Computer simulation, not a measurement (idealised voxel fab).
Module name: voxel capacitor over wiring (process module)
Square cells of 5 nm make up the cross-section cut, whose width is 155 nm.
Cross-section, as written here: a square-cell grid given band by band from the top down, where a band holds one or more rows of cells. Top height, bottom height, nm. Materials left to right, width each, nm. Single material + "full width" = fills band edge to edge. "blank" = empty. A quick word on heights: they are counted from 0, and under that level the wafer as it came to us is one material throughout. The lowest band is different from the rest in having no bottom; it simply continues downward, written as in "0 -> down". The two numbers in a width such as "30->40" mark its ends across the band: the first belongs to the top row of cells, the second to the bottom row, and from each row to the next the width moves by the same amount. "remained the same" for a step: no cell of the cross-section changed in that step. The list in "Encapsulated voids" covers empty spaces of 8 cells or more that cannot reach the top through any open way, and it gives each as width x height at distance; the distance is from the left edge, and width, height and distance are in nm. If you see something after the settings on a step's line, that's the simulator's own remark about that step. overlay nm: on a step with a mask, how far right of its planned place the mask lay; negative means left.
# Steps in the process plan
- 1: op RECEIVE | material Si
- 2: op CONFORMAL_DEP | material SiO2 | thk nm 10
- 3: op CONFORMAL_DEP | material SiCN | thk nm 5
- 4: op DIRECTIONAL_DEP | material SiO2 | thk nm 15
- 5: op DIRECTIONAL_DEP | material aC | thk nm 15
- 6: op PATTERN | tone open | mask id METAL_1 | material resist | width nm 20 | pitch nm 80 | thk nm 35 | overlay nm 0
- 7: op DIRECTIONAL_ETCH | etch materials aC | depth nm 15
- 8: op STRIP | etch materials resist
- 9: op DIRECTIONAL_ETCH | etch materials SiO2 | depth nm 15
- 10: op DIRECTIONAL_ETCH | etch materials SiCN | depth nm 5
- 11: op STRIP | etch materials aC
- 12: op CONFORMAL_DEP | material TiN | thk nm 5
- 13: op FILL_DEP | material Ru | thk nm 5
- 14: op CMP | height nm 30
- 15: op EPI | material Ru | thk nm 5
- 16: op FILL_DEP | material SiCN | thk nm 5
- 17: op DIRECTIONAL_DEP | material lowk | thk nm 10
- 18: op MASKED_ETCH | tone open | mask id PLUG_1 | width nm 15 | etch materials lowk | depth nm 10 | overlay nm 0
- 19: op MASKED_ETCH | tone open | mask id PLUG_1 | width nm 15 | etch materials SiCN | depth nm 5 | overlay nm 0
- 20: op CONFORMAL_DEP | material TiN | thk nm 5
- 21: op FILL_DEP | material W | thk nm 5
- 22: op CMP | height nm 50
- 23: op DIRECTIONAL_DEP | material TiN | thk nm 5
- 24: op DIRECTIONAL_DEP | material HfO2 | thk nm 5
- 25: op DIRECTIONAL_DEP | material TiN | thk nm 10
- 26: op DIRECTIONAL_DEP | material aC | thk nm 15
- 27: op PATTERN | tone cover | mask id UPPER_PLATE | material resist | width nm 65 | thk nm 30 | overlay nm 0
- 28: op DIRECTIONAL_ETCH | etch materials aC | depth nm 15
- 29: op STRIP | etch materials resist
- 30: op DIRECTIONAL_ETCH | etch materials TiN | depth nm 10
- 31: op DIRECTIONAL_ETCH | etch materials HfO2 | depth nm 5
- 32: op STRIP | etch materials aC
- 33: op MASKED_ETCH | tone cover | mask id LOWER_PLATE | width nm 65 | etch materials TiN | depth nm 5 | overlay nm 0
- 34: op FILL_DEP | material SiO2 | thk nm 20
- 35: op CMP | height nm 85
- 36: op DIRECTIONAL_DEP | material aC | thk nm 15
- 37: op PATTERN | tone open | mask id PLUG_2 | material resist | width nm 15 | thk nm 30 | overlay nm 0
- 38: op DIRECTIONAL_ETCH | etch materials aC | depth nm 15
- 39: op STRIP | etch materials resist
- 40: op DIRECTIONAL_ETCH | etch materials SiO2 | depth nm 15
- 41: op STRIP | etch materials aC
- 42: op CONFORMAL_DEP | material TiN | thk nm 5
- 43: op FILL_DEP | material Cu | thk nm 10
- 44: op CMP | height nm 85
- 45: op CONFORMAL_DEP | material SiN | thk nm 5
Wafers differ in width nm at step 33; plan lists the first wafer's value; identical starting state.
# The first of several wafers, as received after step 1, seen in section
- 0 -> down: Si full width
- Encapsulated voids: none
# Once step 45, the last step, is complete, the module is at its end; this is the cross-section of the first of several wafers
- 90 -> 85: SiN full width
- 85 -> 75: SiO2: 40  TiN: 5  Cu: 5  TiN: 5  SiO2: 100
- 75 -> 70: SiO2: 40  TiN: 15  SiO2: 100
- 70 -> 60: SiO2: 30  TiN: 65  SiO2: 60
- 60 -> 55: SiO2: 30  HfO2: 65  SiO2: 60
- 55 -> 50: SiO2: 30  TiN: 65  SiO2: 60
- 50 -> 40: lowk: 30  TiN: 5  W: 5  TiN: 5  lowk: 110
- 40 -> 35: SiCN: 30  TiN: 15  SiCN: 110
- 35 -> 30: SiCN: 20  Ru: 30  SiCN: 50  Ru: 30  SiCN: 25
- 30 -> 15: SiO2: 25  TiN: 5  Ru: 10  TiN: 5  SiO2: 60  TiN: 5  Ru: 10  TiN: 5  SiO2: 30
- 15 -> 10: SiCN: 25  TiN: 20  SiCN: 60  TiN: 20  SiCN: 30
- 10 -> 0: SiO2 full width
- 0 -> down: Si full width
- Encapsulated voids: none
# Cross-sectional view, end of module, last wafer of several
- 90 -> 85: SiN full width
- 85 -> 75: SiO2: 40  TiN: 5  Cu: 5  TiN: 5  SiO2: 100
- 75 -> 70: SiO2: 40  TiN: 15  SiO2: 100
- 70 -> 60: SiO2: 30  TiN: 65  SiO2: 60
- 60 -> 55: SiO2: 30  HfO2: 65  SiO2: 60
- 55 -> 50: SiO2: 20  TiN: 90  SiO2: 45
- 50 -> 40: lowk: 30  TiN: 5  W: 5  TiN: 5  lowk: 110
- 40 -> 35: SiCN: 30  TiN: 15  SiCN: 110
- 35 -> 30: SiCN: 20  Ru: 30  SiCN: 50  Ru: 30  SiCN: 25
- 30 -> 15: SiO2: 25  TiN: 5  Ru: 10  TiN: 5  SiO2: 60  TiN: 5  Ru: 10  TiN: 5  SiO2: 30
- 15 -> 10: SiCN: 25  TiN: 20  SiCN: 60  TiN: 20  SiCN: 30
- 10 -> 0: SiO2 full width
- 0 -> down: Si full width
- Encapsulated voids: none
# What follows is a table in which each wafer occupies a row; for the wafer as it stands at the close of the module, the row states, material by material, how many cells have been gained (+) or lost (-) since receipt, and then gives its closed voids
width nm 65, +2 Cu, +13 HfO2, +24 Ru, +70 SiCN, +31 SiN, +287 SiO2, +73 TiN, +2 W, +56 lowk, Encapsulated voids: none
width nm 70, +2 Cu, +13 HfO2, +24 Ru, +70 SiCN, +31 SiN, +286 SiO2, +74 TiN, +2 W, +56 lowk, Encapsulated voids: none
width nm 75, +2 Cu, +13 HfO2, +24 Ru, +70 SiCN, +31 SiN, +285 SiO2, +75 TiN, +2 W, +56 lowk, Encapsulated voids: none
width nm 80, +2 Cu, +13 HfO2, +24 Ru, +70 SiCN, +31 SiN, +284 SiO2, +76 TiN, +2 W, +56 lowk, Encapsulated voids: none
width nm 85, +2 Cu, +13 HfO2, +24 Ru, +70 SiCN, +31 SiN, +283 SiO2, +77 TiN, +2 W, +56 lowk, Encapsulated voids: none
width nm 90, +2 Cu, +13 HfO2, +24 Ru, +70 SiCN, +31 SiN, +282 SiO2, +78 TiN, +2 W, +56 lowk, Encapsulated voids: none
